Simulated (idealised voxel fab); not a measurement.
process module | voxel capacitor over wiring
cross-section cut | 215 nm wide | cells 5 nm
A cross-section is a grid of square cells, given in bands from the top down. A band is one or more rows of cells.
Each band's line starts with the height of the band's top and of its bottom, in nm. Then come its materials from left to right, each with its width in nm. One material with "throughout" fills the band from edge to edge. "air" is empty space.
Height 0 is the level under which the wafer as received is all one material. The lowest band goes on downwards, as in "0 down".
A width such as "30 to 40" changes by the same amount from each row of cells to the next, from the band's top row to its bottom row.
"no change" after a step means that no cell of the cross-section changed.
closed voids: empty space of 8 cells or more with no open way to the top, each as width x height at its distance from the left edge, in nm
after a step's settings: what the simulator itself notes on the step
overlay nm, on a step with a mask: how far to the right of its planned place the mask lay; to the left if negative
plan
1 op RECEIVE | material Si
2 op CONFORMAL_DEP | material SiO2 | thk nm 10
3 op DIRECTIONAL_DEP | material TiN | thk nm 5
4 op DIRECTIONAL_DEP | material Ru | thk nm 20
5 op DIRECTIONAL_DEP | material aC | thk nm 15
6 op PATTERN | tone cover | mask id METAL_1 | material resist | width nm 30 | pitch nm 95 | thk nm 30 | overlay nm 0
7 op DIRECTIONAL_ETCH | etch materials aC | depth nm 15
8 op STRIP | etch materials resist
9 op DIRECTIONAL_ETCH | etch materials Ru | depth nm 20
10 op DIRECTIONAL_ETCH | etch materials TiN | depth nm 5
11 op STRIP | etch materials aC
12 op CONFORMAL_DEP | material SiN | thk nm 5
13 op FILL_DEP | material lowk | thk nm 10
14 op CMP | height nm 35
15 op CONFORMAL_DEP | material SiCN | thk nm 5
16 op DIRECTIONAL_DEP | material SiO2 | thk nm 20
17 op MASKED_ETCH | tone open | mask id PLUG_1 | width nm 15 | etch materials SiO2 | depth nm 20 | overlay nm 0
18 op MASKED_ETCH | tone open | mask id PLUG_1 | width nm 15 | etch materials SiCN | depth nm 5 | overlay nm 0
19 op CONFORMAL_DEP | material TiN | thk nm 5
20 op FILL_DEP | material Ru | thk nm 5
21 op CMP | height nm 60
22 op DIRECTIONAL_DEP | material TiN | thk nm 5
23 op DIRECTIONAL_DEP | material HfO2 | thk nm 5
24 op DIRECTIONAL_DEP | material TiN | thk nm 5
25 op PATTERN | tone cover | mask id UPPER_PLATE | material resist | width nm 70 | thk nm 15 | overlay nm 0
26 op DIRECTIONAL_ETCH | etch materials TiN | depth nm 5
27 op DIRECTIONAL_ETCH | etch materials HfO2 | depth nm 5
28 op STRIP | etch materials resist
29 op PATTERN | tone cover | mask id LOWER_PLATE | material resist | width nm 80 | thk nm 20 | overlay nm 0
30 op DIRECTIONAL_ETCH | etch materials TiN | depth nm 5
31 op STRIP | etch materials resist
32 op FILL_DEP | material SiO2 | thk nm 20
33 op CMP | height nm 90
34 op PATTERN | tone open | mask id PLUG_2 | material resist | width nm 15 | thk nm 20 | overlay nm 0
35 op DIRECTIONAL_ETCH | etch materials SiO2 | depth nm 15
36 op STRIP | etch materials resist
37 op CONFORMAL_DEP | material TiN | thk nm 5
38 op FILL_DEP | material Cu | thk nm 10
39 op CMP | height nm 90
40 op CONFORMAL_DEP | material SiCN | thk nm 5
as received, after step 1
  0 down: Si throughout
  closed voids: none
first wafer at the end, as planned
  95 to 90: SiCN throughout
  90 to 80: SiO2 70 | TiN 5 | Cu 5 | TiN 5 | SiO2 130
  80 to 70: SiO2 70 to 60 | TiN 15 to 70 | SiO2 130 to 85
  70 to 65: SiO2 60 | HfO2 70 | SiO2 85
  65 to 60: SiO2 55 | TiN 80 | SiO2 80
  60 to 40: SiO2 60 | TiN 5 | Ru 5 | TiN 5 | SiO2 140
  40 to 35: SiCN 60 | TiN 15 | SiCN 140
  35 to 15: lowk 40 | SiN 5 | Ru 30 | SiN 5 | lowk 55 | SiN 5 | Ru 30 | SiN 5 | lowk 40
  15 to 10: SiN 45 | TiN 30 | SiN 65 | TiN 30 | SiN 45
  10 to 0: SiO2 throughout
  0 down: Si throughout
  closed voids: none
second wafer at the end: like start, like plan, one mistake
  95 to 90: SiCN throughout
  90 to 80: SiO2 70 | TiN 5 | Cu 5 | TiN 5 | SiO2 130
  80 to 70: SiO2 70 to 60 | TiN 15 to 70 | SiO2 130 to 85
  70 to 65: SiO2 60 | HfO2 70 | SiO2 85
  65 to 60: SiO2 55 | TiN 80 | SiO2 80
  60 to 40: SiO2 60 | TiN 5 | Ru 5 | TiN 5 | SiO2 140
  40 to 35: SiCN 60 | TiN 15 | SiCN 140
  35 to 15: Ru 45 | SiN 5 | lowk 20 | SiN 5 | Ru 65 | SiN 5 | lowk 20 | SiN 5 | Ru 45
  15 to 10: TiN 45 | SiN 30 | TiN 65 | SiN 30 | TiN 45
  10 to 0: SiO2 throughout
  0 down: Si throughout
  closed voids: none
what went wrong: step 6 ran as: op PATTERN | tone open | mask id METAL_1 | material resist | width nm 30 | pitch nm 95 | thk nm 30 | overlay nm 0
at the end the second wafer has, in cells: 76 more of Ru | 19 fewer of SiN | 19 more of TiN | 76 fewer of lowk
